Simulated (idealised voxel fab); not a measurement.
process module | voxel released beams
cross-section cut | 290 nm wide | cells 5 nm
A cross-section is a grid of square cells, given in bands from the top down. A band is one or more rows of cells.
Each band's line starts with the height of the band's top and of its bottom, in nm. Then come its materials from left to right, each with its width in nm. One material with "throughout" fills the band from edge to edge. "air" is empty space.
Height 0 is the level under which the wafer as received is all one material. The lowest band goes on downwards, as in "0 down".
A width such as "30 to 40" changes by the same amount from each row of cells to the next, from the band's top row to its bottom row.
"no change" after a step means that no cell of the cross-section changed.
closed voids: empty space of 8 cells or more with no open way to the top, each as width x height at its distance from the left edge, in nm
after a step's settings: what the simulator itself notes on the step
overlay nm, on a step with a mask: how far to the right of its planned place the mask lay; to the left if negative
plan
1 op RECEIVE | material Si
2 op CONFORMAL_DEP | material Al2O3 | thk nm 5
3 op DIRECTIONAL_DEP | material SiO2 | thk nm 10
4 op PATTERN | tone open | mask id ANCHOR | material resist | width nm 35 | thk nm 20 | overlay nm 0
5 op DIRECTIONAL_ETCH | etch materials SiO2 | depth nm 10
6 op STRIP | etch materials resist
7 op CONFORMAL_DEP | material SiN | thk nm 10
8 op PATTERN | tone cover | mask id BEAM | material resist | width nm 90 | thk nm 20 | overlay nm 0
9 op DIRECTIONAL_ETCH | etch materials SiN | depth nm 10
10 op STRIP | etch materials resist
11 op STRIP | etch materials SiO2
first wafer, as planned
as received, after step 1
  0 down: Si throughout
  closed voids: none
after step 2
  5 to 0: Al2O3 throughout
  below 0: unchanged
after step 3
  15 to 5: SiO2 throughout
  below 5: unchanged
after step 4
  35 to 15: resist 100 | air 35 | resist 155
  below 15: unchanged
after step 5
  35 to 15: resist 100 | air 35 | resist 155
  15 to 5: SiO2 100 | air 35 | SiO2 155
  below 5: unchanged
after step 6
  15 to 5: SiO2 100 | air 35 | SiO2 155
  below 5: unchanged
after step 7
  25 to 15: SiN 110 | air 15 | SiN 165
  15 to 5: SiO2 100 | SiN 35 | SiO2 155
  below 5: unchanged
after step 8
  45 to 25: air 95 | resist 90 | air 105
  25 to 15: SiN 110 | resist 15 | SiN 165
  below 15: unchanged
after step 9
  45 to 25: air 95 | resist 90 | air 105
  25 to 15: air 95 | SiN 15 | resist 15 | SiN 60 | air 105
  below 15: unchanged
after step 10
  25 to 15: air 95 | SiN 15 | air 15 | SiN 60 | air 105
  below 15: unchanged
after step 11
  25 to 15: air 95 | SiN 15 | air 15 | SiN 60 | air 105
  15 to 5: air 100 | SiN 35 | air 155
  below 5: unchanged
second wafer: like start, like plan, one mistake. Through step 3 it matches the first wafer
when step 4 should have ended
  35 to 15: air 100 | resist 35 | air 155
  below 15: unchanged
when step 5 should have ended
  35 to 15: air 100 | resist 35 | air 155
  15 to 5: air 100 | SiO2 35 | air 155
  below 5: unchanged
when step 6 should have ended
  15 to 5: air 100 | SiO2 35 | air 155
  below 5: unchanged
when step 7 should have ended
  25 to 15: air 90 | SiN 55 | air 145
  15 to 5: SiN 100 | SiO2 35 | SiN 155
  below 5: unchanged
when step 8 should have ended
  45 to 25: air 95 | resist 90 | air 105
  25 to 15: air 90 | SiN 55 | resist 40 | air 105
  below 15: unchanged
when step 9 should have ended
  45 to 25: air 95 | resist 90 | air 105
  25 to 15: air 95 | SiN 50 | resist 40 | air 105
  15 to 5: air 90 | SiN 10 | SiO2 35 | SiN 50 | air 105
  below 5: unchanged
when step 10 should have ended
  25 to 15: air 95 | SiN 50 | air 145
  below 15: unchanged
when step 11 should have ended: no change
what went wrong: step 4 ran as: op PATTERN | tone cover | mask id ANCHOR | material resist | width nm 35 | thk nm 20 | overlay nm 0
at the end the second wafer has, in cells: 14 more of SiO2
